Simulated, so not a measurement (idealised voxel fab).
Proc. module: voxel self aligned contacts
Square cells of 5 nm make up the cross-section cut, whose width is 220 nm.
A cross-section is written here as square cells arranged in a grid, and it is given in bands from the top down, each band taking up one or more rows of cells.
It is stipulated that each band's entry specify, in nanometres, the height of the top of the band and then that of its bottom, followed by the materials of the band in left-to-right sequence, each together with its width in nanometres. A single material marked by the word "edge to edge" is understood to fill the band from edge to edge; the word "air" is understood to denote empty space.
Below 0: as-received wafer, all one material; heights counted from there. Lowest band: no bottom, goes on down, written "0 and below".
So if you see something like "30..40" for the width, read it as the top row of the band sitting at the first number and the bottom row at the second, with every row in between moving by the same amount as the last.
The cross-section has no changed cell in any step marked "changes: none".
Reported under the label "Non-vented voids" are the empty spaces having no open way to the top and comprising 8 cells or more; the notation for each is width x height at distance, in which the distance is measured from the left edge and all three values are in nm.
Whatever follows a step's settings on its line is a remark the simulator itself makes about that step.
Steps that use a mask can have "overlay nm" on their line. It says how far the mask sat to the right of where it was meant to be. Negative means to the left.

### Listed below are the process steps as planned
1: RECEIVE [material Si]
2: CONFORMAL_DEP [material SiO2] [thk nm 5]
3: DIRECTIONAL_DEP [material polySi] [thk nm 25]
4: DIRECTIONAL_DEP [material SiN] [thk nm 15]
5: MASKED_ETCH [tone cover] [mask id GATE] [width nm 35] [pitch nm 70] [etch materials SiN] [depth nm 15] [overlay nm 0]
6: MASKED_ETCH [tone cover] [mask id GATE] [width nm 35] [pitch nm 70] [etch materials polySi] [depth nm 25] [overlay nm 0]
7: CONFORMAL_DEP [material SiN] [thk nm 5]
8: DIRECTIONAL_ETCH [etch materials SiN] [depth nm 5]
9: FILL_DEP [material SiO2] [thk nm 10]
10: CMP [height nm 50]
11: PATTERN [tone open] [mask id CONTACT] [material resist] [width nm 45] [thk nm 15] [overlay nm 0]
12: DIRECTIONAL_ETCH [etch materials SiO2] [depth nm 50]
13: STRIP [etch materials resist]
14: CONFORMAL_DEP [material TiN] [thk nm 5]
15: FILL_DEP [material Ru] [thk nm 10]
16: CMP [height nm 50]
17: CONFORMAL_DEP [material SiN] [thk nm 5]

### Step 1 complete: cross-section of the wafer as received
> 0 and below: Si edge to edge
> Non-vented voids: none

### Cross-section taken at module completion on the first of two wafers; processed per the plan
> 55 down to 50: SiN edge to edge
> 50 down to 45: 85 SiO2  15 TiN  15 Ru  15 TiN  90 SiO2
> 45 down to 30: 50 SiO2  45 SiN  5 TiN  15 Ru  5 TiN  45 SiN  55 SiO2
> 30 down to 5: 50 SiO2  5 SiN  35 polySi  5 SiN  5 TiN  15 Ru  5 TiN  5 SiN  35 polySi  5 SiN  55 SiO2
> 5 down to 0: 95 SiO2  25 TiN  100 SiO2
> 0 and below: Si edge to edge
> Non-vented voids: none

### Cross-section at end of module for the second wafer of two, which matched the first in starting point and plan and differed by one mistake in its processing
> 55 down to 50: SiN edge to edge
> 50 down to 45: 85 SiO2  20 TiN  5 Ru  20 TiN  90 SiO2
> 45 down to 30: 45 SiO2  55 SiN  5 TiN  5 Ru  5 TiN  55 SiN  50 SiO2
> 30 down to 5: 45 SiO2  5 SiN  45 polySi  5 SiN  5 TiN  5 Ru  5 TiN  5 SiN  45 polySi  5 SiN  50 SiO2
> 5 down to 0: 100 SiO2  15 TiN  105 SiO2
> 0 and below: Si edge to edge
> Non-vented voids: none
Diagnosis: not per plan at step 5, really ran MASKED_ETCH [tone cover] [mask id GATE] [width nm 45] [pitch nm 70] [etch materials SiN] [depth nm 15] [overlay nm 0]
End check, counted in cells, second wafer has more or fewer of these materials than the first: Ru -18, SiN +12, SiO2 -14, polySi +20
